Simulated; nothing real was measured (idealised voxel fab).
process module | voxel self aligned vias
Section shown: cut. Width: 200 nm. Cell size: 5 nm, square.
For the purposes of this document, a cross-section shall be understood as a grid of square cells, specified as bands listed in top-to-bottom order, each band consisting of one or more rows of cells.
Top height, bottom height, nm. Materials left to right, width each, nm. Single material + "throughout" = fills band edge to edge. "blank" = empty.
Beneath 0, the wafer as received is one material, and that level is where height counting begins. The lowest band goes on downward without a bottom; it is written like "0 and below".
Width: "30 to 40" (first number = top row, second number = bottom row, same change from row to row of cells).
"changes: none" (step): cross-section cells unchanged, all of them.
Voids not open to the top, 8 cells minimum: see "Voids, sealed". Written width x height at distance; distance is from the left edge; nm.
Text after the settings on a step's line: the simulator's own remark on that step.
On any step carrying a mask, the "overlay nm" setting, if present on the step's line, tells how far right of its planned place the mask lay; negative values point to the left.

# Here's what the planned process steps look like
1. RECEIVE | material Si
2. CONFORMAL_DEP | material SiO2 | thk nm 10
3. CONFORMAL_DEP | material SiCN | thk nm 5
4. DIRECTIONAL_DEP | material SiO2 | thk nm 30
5. PATTERN | tone open | mask id LINES | material resist | width nm 30 | pitch nm 70 | thk nm 15 | overlay nm 0
6. DIRECTIONAL_ETCH | etch materials SiO2 | depth nm 30
7. STRIP | etch materials resist
8. CONFORMAL_DEP | material TiN | thk nm 5
9. FILL_DEP | material Ru | thk nm 10
10. CMP | height nm 45
11. SELECTIVE_ETCH | etch materials W Ru TiN | depth nm 5
12. FILL_DEP | material SiN | thk nm 5
13. CMP | height nm 45
14. DIRECTIONAL_DEP | material SiO2 | thk nm 20
15. PATTERN | tone open | mask id VIAS | material resist | width nm 50 | pitch nm 70 | thk nm 15 | overlay nm 0
16. DIRECTIONAL_ETCH | etch materials SiO2 | depth nm 20
17. DIRECTIONAL_ETCH | etch materials SiN | depth nm 5
18. STRIP | etch materials resist
19. CONFORMAL_DEP | material TiN | thk nm 5
20. FILL_DEP | material W | thk nm 5
21. CMP | height nm 65
22. CONFORMAL_DEP | material SiCN | thk nm 5

# First of two wafers: run as planned

# Here's what the wafer looked like in cross-section when it arrived - that's after step 1
0 and below: Si throughout
Voids, sealed: none

# The following cross-section depicts the wafer upon completion of step 2
10 down to 0: SiO2 throughout
Under the height 0 nothing was changed.

# The following cross-section depicts the wafer upon completion of step 3
15 down to 10: SiCN throughout
Under the height 10 nothing was changed.

# The following cross-section depicts the wafer upon completion of step 4
45 down to 15: SiO2 throughout
Under the height 15 nothing was changed.

# The following cross-section depicts the wafer upon completion of step 5
60 down to 45: 50 nm resist, 30 nm blank, 40 nm resist, 30 nm blank, 50 nm resist
Under the height 45 nothing was changed.

# The following cross-section depicts the wafer upon completion of step 6
60 down to 45: 50 nm resist, 30 nm blank, 40 nm resist, 30 nm blank, 50 nm resist
45 down to 15: 50 nm SiO2, 30 nm blank, 40 nm SiO2, 30 nm blank, 50 nm SiO2
Under the height 15 nothing was changed.

# The following cross-section depicts the wafer upon completion of step 7
45 down to 15: 50 nm SiO2, 30 nm blank, 40 nm SiO2, 30 nm blank, 50 nm SiO2
Under the height 15 nothing was changed.

# The following cross-section depicts the wafer upon completion of step 8
50 down to 45: 55 nm TiN, 20 nm blank, 50 nm TiN, 20 nm blank, 55 nm TiN
45 down to 20: 50 nm SiO2, 5 nm TiN, 20 nm blank, 5 nm TiN, 40 nm SiO2, 5 nm TiN, 20 nm blank, 5 nm TiN, 50 nm SiO2
20 down to 15: 50 nm SiO2, 30 nm TiN, 40 nm SiO2, 30 nm TiN, 50 nm SiO2
Under the height 15 nothing was changed.

# The following cross-section depicts the wafer upon completion of step 9
60 down to 50: Ru throughout
50 down to 45: 55 nm TiN, 20 nm Ru, 50 nm TiN, 20 nm Ru, 55 nm TiN
45 down to 20: 50 nm SiO2, 5 nm TiN, 20 nm Ru, 5 nm TiN, 40 nm SiO2, 5 nm TiN, 20 nm Ru, 5 nm TiN, 50 nm SiO2
Under the height 20 nothing was changed.

# The following cross-section depicts the wafer upon completion of step 10
45 down to 20: 50 nm SiO2, 5 nm TiN, 20 nm Ru, 5 nm TiN, 40 nm SiO2, 5 nm TiN, 20 nm Ru, 5 nm TiN, 50 nm SiO2
Under the height 20 nothing was changed.

# The following cross-section depicts the wafer upon completion of step 11
45 down to 40: 50 nm SiO2, 30 nm blank, 40 nm SiO2, 30 nm blank, 50 nm SiO2
Under the height 40 nothing was changed.

# The following cross-section depicts the wafer upon completion of step 12
50 down to 45: SiN throughout
45 down to 40: 50 nm SiO2, 30 nm SiN, 40 nm SiO2, 30 nm SiN, 50 nm SiO2
Under the height 40 nothing was changed.

# The following cross-section depicts the wafer upon completion of step 13
45 down to 40: 50 nm SiO2, 30 nm SiN, 40 nm SiO2, 30 nm SiN, 50 nm SiO2
Under the height 40 nothing was changed.

# The following cross-section depicts the wafer upon completion of step 14
65 down to 45: SiO2 throughout
Under the height 45 nothing was changed.

# The following cross-section depicts the wafer upon completion of step 15
80 down to 65: 40 nm resist, 50 nm blank, 20 nm resist, 50 nm blank, 40 nm resist
Under the height 65 nothing was changed.

# The following cross-section depicts the wafer upon completion of step 16
80 down to 65: 40 nm resist, 50 nm blank, 20 nm resist, 50 nm blank, 40 nm resist
65 down to 45: 40 nm SiO2, 50 nm blank, 20 nm SiO2, 50 nm blank, 40 nm SiO2
Under the height 45 nothing was changed.

# The following cross-section depicts the wafer upon completion of step 17
80 down to 65: 40 nm resist, 50 nm blank, 20 nm resist, 50 nm blank, 40 nm resist
65 down to 45: 40 nm SiO2, 50 nm blank, 20 nm SiO2, 50 nm blank, 40 nm SiO2
45 down to 40: 50 nm SiO2, 30 nm blank, 40 nm SiO2, 30 nm blank, 50 nm SiO2
Under the height 40 nothing was changed.

# The following cross-section depicts the wafer upon completion of step 18
65 down to 45: 40 nm SiO2, 50 nm blank, 20 nm SiO2, 50 nm blank, 40 nm SiO2
Under the height 45 nothing was changed.

# The following cross-section depicts the wafer upon completion of step 19
70 down to 65: 45 nm TiN, 40 nm blank, 30 nm TiN, 40 nm blank, 45 nm TiN
65 down to 50: 40 nm SiO2, 5 nm TiN, 40 nm blank, 5 nm TiN, 20 nm SiO2, 5 nm TiN, 40 nm blank, 5 nm TiN, 40 nm SiO2
50 down to 45: 40 nm SiO2, 15 nm TiN, 20 nm blank, 15 nm TiN, 20 nm SiO2, 15 nm TiN, 20 nm blank, 15 nm TiN, 40 nm SiO2
45 down to 40: 50 nm SiO2, 30 nm TiN, 40 nm SiO2, 30 nm TiN, 50 nm SiO2
Under the height 40 nothing was changed.

# The following cross-section depicts the wafer upon completion of step 20
75 down to 70: W throughout
70 down to 65: 45 nm TiN, 40 nm W, 30 nm TiN, 40 nm W, 45 nm TiN
65 down to 50: 40 nm SiO2, 5 nm TiN, 40 nm W, 5 nm TiN, 20 nm SiO2, 5 nm TiN, 40 nm W, 5 nm TiN, 40 nm SiO2
50 down to 45: 40 nm SiO2, 15 nm TiN, 20 nm W, 15 nm TiN, 20 nm SiO2, 15 nm TiN, 20 nm W, 15 nm TiN, 40 nm SiO2
Under the height 45 nothing was changed.

# The following cross-section depicts the wafer upon completion of step 21
65 down to 50: 40 nm SiO2, 5 nm TiN, 40 nm W, 5 nm TiN, 20 nm SiO2, 5 nm TiN, 40 nm W, 5 nm TiN, 40 nm SiO2
Under the height 50 nothing was changed.

# The following cross-section depicts the wafer upon completion of step 22
70 down to 65: SiCN throughout
Under the height 65 nothing was changed.

# Here the second wafer is described. Its start and its plan were those of the first wafer. Its run contained one mistake. Up to and including step 1, it did exactly what the first wafer did

# X-section, second wafer, when step 2 was due to finish
5 down to 0: SiCN throughout
Under the height 0 nothing was changed.

# X-section, second wafer, when step 3 was due to finish
15 down to 5: SiO2 throughout
Under the height 5 nothing was changed.

# X-section, second wafer, when step 4 was due to finish
45 down to 5: SiO2 throughout
Under the height 5 nothing was changed.

# X-section, second wafer, when step 5 was due to finish
60 down to 45: 50 nm resist, 30 nm blank, 40 nm resist, 30 nm blank, 50 nm resist
Under the height 45 nothing was changed.

# X-section, second wafer, when step 6 was due to finish
60 down to 45: 50 nm resist, 30 nm blank, 40 nm resist, 30 nm blank, 50 nm resist
45 down to 15: 50 nm SiO2, 30 nm blank, 40 nm SiO2, 30 nm blank, 50 nm SiO2
Under the height 15 nothing was changed.

# X-section, second wafer, when step 7 was due to finish
45 down to 15: 50 nm SiO2, 30 nm blank, 40 nm SiO2, 30 nm blank, 50 nm SiO2
Under the height 15 nothing was changed.

# X-section, second wafer, when step 8 was due to finish
50 down to 45: 55 nm TiN, 20 nm blank, 50 nm TiN, 20 nm blank, 55 nm TiN
45 down to 20: 50 nm SiO2, 5 nm TiN, 20 nm blank, 5 nm TiN, 40 nm SiO2, 5 nm TiN, 20 nm blank, 5 nm TiN, 50 nm SiO2
20 down to 15: 50 nm SiO2, 30 nm TiN, 40 nm SiO2, 30 nm TiN, 50 nm SiO2
Under the height 15 nothing was changed.

# X-section, second wafer, when step 9 was due to finish
60 down to 50: Ru throughout
50 down to 45: 55 nm TiN, 20 nm Ru, 50 nm TiN, 20 nm Ru, 55 nm TiN
45 down to 20: 50 nm SiO2, 5 nm TiN, 20 nm Ru, 5 nm TiN, 40 nm SiO2, 5 nm TiN, 20 nm Ru, 5 nm TiN, 50 nm SiO2
Under the height 20 nothing was changed.

# X-section, second wafer, when step 10 was due to finish
45 down to 20: 50 nm SiO2, 5 nm TiN, 20 nm Ru, 5 nm TiN, 40 nm SiO2, 5 nm TiN, 20 nm Ru, 5 nm TiN, 50 nm SiO2
Under the height 20 nothing was changed.

# X-section, second wafer, when step 11 was due to finish
45 down to 40: 50 nm SiO2, 30 nm blank, 40 nm SiO2, 30 nm blank, 50 nm SiO2
Under the height 40 nothing was changed.

# X-section, second wafer, when step 12 was due to finish
50 down to 45: SiN throughout
45 down to 40: 50 nm SiO2, 30 nm SiN, 40 nm SiO2, 30 nm SiN, 50 nm SiO2
Under the height 40 nothing was changed.

# X-section, second wafer, when step 13 was due to finish
45 down to 40: 50 nm SiO2, 30 nm SiN, 40 nm SiO2, 30 nm SiN, 50 nm SiO2
Under the height 40 nothing was changed.

# X-section, second wafer, when step 14 was due to finish
65 down to 45: SiO2 throughout
Under the height 45 nothing was changed.

# X-section, second wafer, when step 15 was due to finish
80 down to 65: 40 nm resist, 50 nm blank, 20 nm resist, 50 nm blank, 40 nm resist
Under the height 65 nothing was changed.

# X-section, second wafer, when step 16 was due to finish
80 down to 65: 40 nm resist, 50 nm blank, 20 nm resist, 50 nm blank, 40 nm resist
65 down to 45: 40 nm SiO2, 50 nm blank, 20 nm SiO2, 50 nm blank, 40 nm SiO2
Under the height 45 nothing was changed.

# X-section, second wafer, when step 17 was due to finish
80 down to 65: 40 nm resist, 50 nm blank, 20 nm resist, 50 nm blank, 40 nm resist
65 down to 45: 40 nm SiO2, 50 nm blank, 20 nm SiO2, 50 nm blank, 40 nm SiO2
45 down to 40: 50 nm SiO2, 30 nm blank, 40 nm SiO2, 30 nm blank, 50 nm SiO2
Under the height 40 nothing was changed.

# X-section, second wafer, when step 18 was due to finish
65 down to 45: 40 nm SiO2, 50 nm blank, 20 nm SiO2, 50 nm blank, 40 nm SiO2
Under the height 45 nothing was changed.

# X-section, second wafer, when step 19 was due to finish
70 down to 65: 45 nm TiN, 40 nm blank, 30 nm TiN, 40 nm blank, 45 nm TiN
65 down to 50: 40 nm SiO2, 5 nm TiN, 40 nm blank, 5 nm TiN, 20 nm SiO2, 5 nm TiN, 40 nm blank, 5 nm TiN, 40 nm SiO2
50 down to 45: 40 nm SiO2, 15 nm TiN, 20 nm blank, 15 nm TiN, 20 nm SiO2, 15 nm TiN, 20 nm blank, 15 nm TiN, 40 nm SiO2
45 down to 40: 50 nm SiO2, 30 nm TiN, 40 nm SiO2, 30 nm TiN, 50 nm SiO2
Under the height 40 nothing was changed.

# X-section, second wafer, when step 20 was due to finish
75 down to 70: W throughout
70 down to 65: 45 nm TiN, 40 nm W, 30 nm TiN, 40 nm W, 45 nm TiN
65 down to 50: 40 nm SiO2, 5 nm TiN, 40 nm W, 5 nm TiN, 20 nm SiO2, 5 nm TiN, 40 nm W, 5 nm TiN, 40 nm SiO2
50 down to 45: 40 nm SiO2, 15 nm TiN, 20 nm W, 15 nm TiN, 20 nm SiO2, 15 nm TiN, 20 nm W, 15 nm TiN, 40 nm SiO2
Under the height 45 nothing was changed.

# X-section, second wafer, when step 21 was due to finish
65 down to 50: 40 nm SiO2, 5 nm TiN, 40 nm W, 5 nm TiN, 20 nm SiO2, 5 nm TiN, 40 nm W, 5 nm TiN, 40 nm SiO2
Under the height 50 nothing was changed.

# X-section, second wafer, when step 22 was due to finish
70 down to 65: SiCN throughout
Under the height 65 nothing was changed.
Deviation from plan: steps 2 and 3 were swapped
At the end, each material covers as many cells on the second wafer as it does on the first, though the cells it covers are elsewhere.
